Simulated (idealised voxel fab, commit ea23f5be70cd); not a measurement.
Process module in this document: voxel self aligned vias
The width of the displayed cross-section, cut, is 245 nm; its cells are square, with a size of 5 nm.
Notation: cross-section as square-cell grid; stated in bands, top first, going down; one or more cell rows per band.
Band: top and bottom heights (nm) first, top before bottom; then materials from left to right, widths in nm. "everywhere" marks a sole material filling the band edge to edge. "air" denotes empty space.
Heights are expressed relative to 0, this being the level below which the as-received wafer comprises one material exclusively. The lowest band is unbounded in the downward direction and is denoted as in "top 0, no bottom".
The two numbers in a width such as "30->40" mark its ends across the band: the first belongs to the top row of cells, the second to the bottom row, and from each row to the next the width moves by the same amount.
You'll sometimes find "remained the same" written for a step, and that's the way of saying that nowhere in the cross-section did a cell change during that step.
"Enclosed internal voids" contains a list of empty spaces, each no smaller than 8 cells and without an open way to the top, written in the form width x height at distance with the distance from the left edge and all three in nm.
Anything after a step's settings on that line? It's the simulator's own note about the step.
If you see "overlay nm" on a step's line and that step has a mask, it's telling you how far right of where it was planned the mask ended up; a negative number means it went left instead.

These are the steps we planned for the process:
- 1: op RECEIVE | material Si
- 2: op CONFORMAL_DEP | material SiO2 | thk nm 10
- 3: op CONFORMAL_DEP | material SiCN | thk nm 5
- 4: op DIRECTIONAL_DEP | material SiO2 | thk nm 30
- 5: op PATTERN | tone open | mask id LINES | material resist | width nm 30 | pitch nm 70 | thk nm 15 | overlay nm 0
- 6: op DIRECTIONAL_ETCH | etch materials SiO2 | depth nm 30
- 7: op STRIP | etch materials resist
- 8: op CONFORMAL_DEP | material TiN | thk nm 5
- 9: op FILL_DEP | material Ru | thk nm 5
- 10: op CMP | height nm 45
- 11: op SELECTIVE_ETCH | etch materials W Ru TiN | depth nm 5
- 12: op FILL_DEP | material SiN | thk nm 5
- 13: op CMP | height nm 45
- 14: op DIRECTIONAL_DEP | material SiO2 | thk nm 20
- 15: op DIRECTIONAL_DEP | material aC | thk nm 15
- 16: op PATTERN | tone open | mask id VIAS | material resist | width nm 50 | pitch nm 140 | thk nm 35 | overlay nm 0
- 17: op DIRECTIONAL_ETCH | etch materials aC | depth nm 15
- 18: op STRIP | etch materials resist
- 19: op DIRECTIONAL_ETCH | etch materials SiO2 | depth nm 20
- 20: op DIRECTIONAL_ETCH | etch materials SiN | depth nm 5
- 21: op STRIP | etch materials aC
- 22: op CONFORMAL_DEP | material TiN | thk nm 5
- 23: op FILL_DEP | material W | thk nm 5
- 24: op CMP | height nm 65
- 25: op CONFORMAL_DEP | material SiN | thk nm 5

Incoming wafer, cross-sectional view, post step 1:
> top 0, no bottom | Si everywhere
> Enclosed internal voids: none

Result of the module, cross-sectioned: start per above, plan per above, one error in how it was run:
> top 70, bottom 65 | SiN everywhere
> top 65, bottom 50 | SiO2 25, then TiN 5, then W 40, then TiN 5, then SiO2 90, then TiN 5, then W 40, then TiN 5, then SiO2 30
> top 50, bottom 45 | SiO2 25, then TiN 15, then W 20, then TiN 15, then SiO2 90, then TiN 15, then W 20, then TiN 15, then SiO2 30
> top 45, bottom 40 | SiO2 35, then TiN 30, then SiO2 40, then SiN 30, then SiO2 40, then TiN 30, then SiO2 40
> top 40, bottom 30 | SiO2 35, then SiN 30, then SiO2 40, then SiN 30, then SiO2 40, then SiN 30, then SiO2 40
> top 30, bottom 20 | SiO2 35, then TiN 5, then Ru 20, then TiN 5, then SiO2 40, then TiN 5, then Ru 20, then TiN 5, then SiO2 40, then TiN 5, then Ru 20, then TiN 5, then SiO2 40
> top 20, bottom 15 | SiO2 35, then TiN 30, then SiO2 40, then TiN 30, then SiO2 40, then TiN 30, then SiO2 40
> top 15, bottom 10 | SiCN everywhere
> top 10, bottom 0 | SiO2 everywhere
> top 0, no bottom | Si everywhere
> Enclosed internal voids: none
Finding, execution versus plan: not per plan at step 11, really ran op SELECTIVE_ETCH | etch materials W Ru TiN | depth nm 15
